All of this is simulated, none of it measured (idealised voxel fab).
process module | voxel plated lines
cross-section cut | 265 nm wide | cells 5 nm
A cross-section is a grid of square cells, given in bands from the top down. A band is one or more rows of cells.
Each band's line starts with the height of the band's top and of its bottom, in nm. Then come its materials from left to right, each with its width in nm. One material with "throughout" fills the band from edge to edge. "air" is empty space.
Height 0 is the level under which the wafer as received is all one material. The lowest band goes on downwards, as in "0 down".
A width such as "30 to 40" changes by the same amount from each row of cells to the next, from the band's top row to its bottom row.
"no change" after a step means that no cell of the cross-section changed.
closed voids: empty space of 8 cells or more with no open way to the top, each as width x height at its distance from the left edge, in nm
after a step's settings: what the simulator itself notes on the step
overlay nm, on a step with a mask: how far to the right of its planned place the mask lay; to the left if negative
plan
1 op RECEIVE | material Si
2 op CONFORMAL_DEP | material SiO2 | thk nm 5
3 op DIRECTIONAL_DEP | material TiN | thk nm 5
4 op PATTERN | tone open | mask id LINES | material resist | width nm 20 | pitch nm 45 | thk nm 25 | overlay nm 0
5 op EPI | material Ru | thk nm 5
6 op EPI | material Ru | thk nm 5
7 op STRIP | etch materials resist
8 op DIRECTIONAL_ETCH | etch materials TiN | depth nm 5
9 op CONFORMAL_DEP | material SiN | thk nm 5
as received, after step 1
  0 down: Si throughout
  closed voids: none
first wafer at the end, as planned
  25 to 20: air 50 | SiN 30 | air 15 | SiN 30 | air 15 | SiN 30 | air 15 | SiN 30 | air 50
  20 to 10: air 50 | SiN 5 | Ru 20 | SiN 5 | air 15 | SiN 5 | Ru 20 | SiN 5 | air 15 | SiN 5 | Ru 20 | SiN 5 | air 15 | SiN 5 | Ru 20 | SiN 5 | air 50
  10 to 5: SiN 55 | TiN 20 | SiN 25 | TiN 20 | SiN 25 | TiN 20 | SiN 25 | TiN 20 | SiN 55
  5 to 0: SiO2 throughout
  0 down: Si throughout
  closed voids: none
second wafer at the end: like start, like plan, one mistake
  20 to 10: air 55 | Ru 20 | air 25 | Ru 20 | air 25 | Ru 20 | air 25 | Ru 20 | air 55
  10 to 5: air 55 | TiN 20 | air 25 | TiN 20 | air 25 | TiN 20 | air 25 | TiN 20 | air 55
  5 to 0: SiO2 throughout
  0 down: Si throughout
  closed voids: none
what went wrong: step 9 was left out
at the end the second wafer has, in cells: 77 fewer of SiN
